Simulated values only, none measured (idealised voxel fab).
voxel double patterning: a process module
The width of the displayed cross-section, cut, is 245 nm; its cells are square, with a size of 5 nm.
Cross-section, as written here: a square-cell grid given band by band from the top down, where a band holds one or more rows of cells. Look at the band entry: it leads with the top's height and the bottom's height in nm. Then it lists the materials left to right, with a width in nm for each. The word "everywhere" on a single material says that material fills the band edge to edge. The word "air" is empty space. Beneath 0, the wafer as received is one material, and that level is where height counting begins. The lowest band goes on downward without a bottom; it is written like "0 and below". You'd read "30 to 40" like this: the band's top row of cells is as wide as the first number, its bottom row is as wide as the second, and going down, every row changes width by the same amount as the row before did. It should be understood that the words "all unchanged", when stated for a given step, signify that the cross-section underwent no change in any of its cells during that step. The entry "Closed cavities" lists the empty spaces that cover at least 8 cells and have no open path to the top. Each is written as width x height at distance, where the distance is measured from the left edge and all three values are in nm. Post-settings text on a step line: simulator's own remark regarding the step. overlay nm: for a step with a mask, the amount by which the mask lay right of where it was planned; a negative amount means left of it.

## plan
step 1: RECEIVE [material Si]
step 2: CONFORMAL_DEP [material SiO2] [thk nm 5]
step 3: DIRECTIONAL_DEP [material polySi] [thk nm 15]
step 4: DIRECTIONAL_DEP [material SiN] [thk nm 5]
step 5: DIRECTIONAL_DEP [material aC] [thk nm 10]
step 6: PATTERN [tone open] [mask id FIRST] [material resist] [width nm 15] [pitch nm 50] [thk nm 30] [overlay nm -15]
step 7: DIRECTIONAL_ETCH [etch materials aC] [depth nm 10]
step 8: STRIP [etch materials resist]
step 9: DIRECTIONAL_ETCH [etch materials SiN] [depth nm 5]
step 10: STRIP [etch materials aC]
step 11: PATTERN [tone open] [mask id SECOND] [material resist] [width nm 15] [thk nm 20] [overlay nm 0]
step 12: DIRECTIONAL_ETCH [etch materials SiN] [depth nm 5]
step 13: STRIP [etch materials resist]
step 14: DIRECTIONAL_ETCH [etch materials polySi] [depth nm 15]
step 15: STRIP [etch materials SiN]
What sets these wafers apart? The overlay nm at step 6. They all start alike, and the plan carries the first wafer's value.

## First of several wafers, received after step 1, in cross-section
* 0 and below = Si everywhere
* Closed cavities: none

## Wafer cross-section (first of several) - module end, post step 15 (last step)
* 20 down to 5 = polySi: 75; air: 15; polySi: 25; air: 25; polySi: 105
* 5 down to 0 = SiO2 everywhere
* 0 and below = Si everywhere
* Closed cavities: none

## Showing the last wafer in cross-section at the end of the module
* 20 down to 5 = polySi: 105; air: 25; polySi: 25; air: 15; polySi: 75
* 5 down to 0 = SiO2 everywhere
* 0 and below = Si everywhere
* Closed cavities: none

## Below: a row per wafer. Contents at end of module: for every material, cells gained since receipt (+) or lost since receipt (-); then closed voids
overlay nm -15; +49 SiO2; +123 polySi; Closed cavities: none
overlay nm -10; +49 SiO2; +120 polySi; Closed cavities: none
overlay nm -5; +49 SiO2; +120 polySi; Closed cavities: none
overlay nm 0; +49 SiO2; +120 polySi; Closed cavities: none
overlay nm 5; +49 SiO2; +120 polySi; Closed cavities: none
overlay nm 10; +49 SiO2; +120 polySi; Closed cavities: none
overlay nm 15; +49 SiO2; +123 polySi; Closed cavities: none
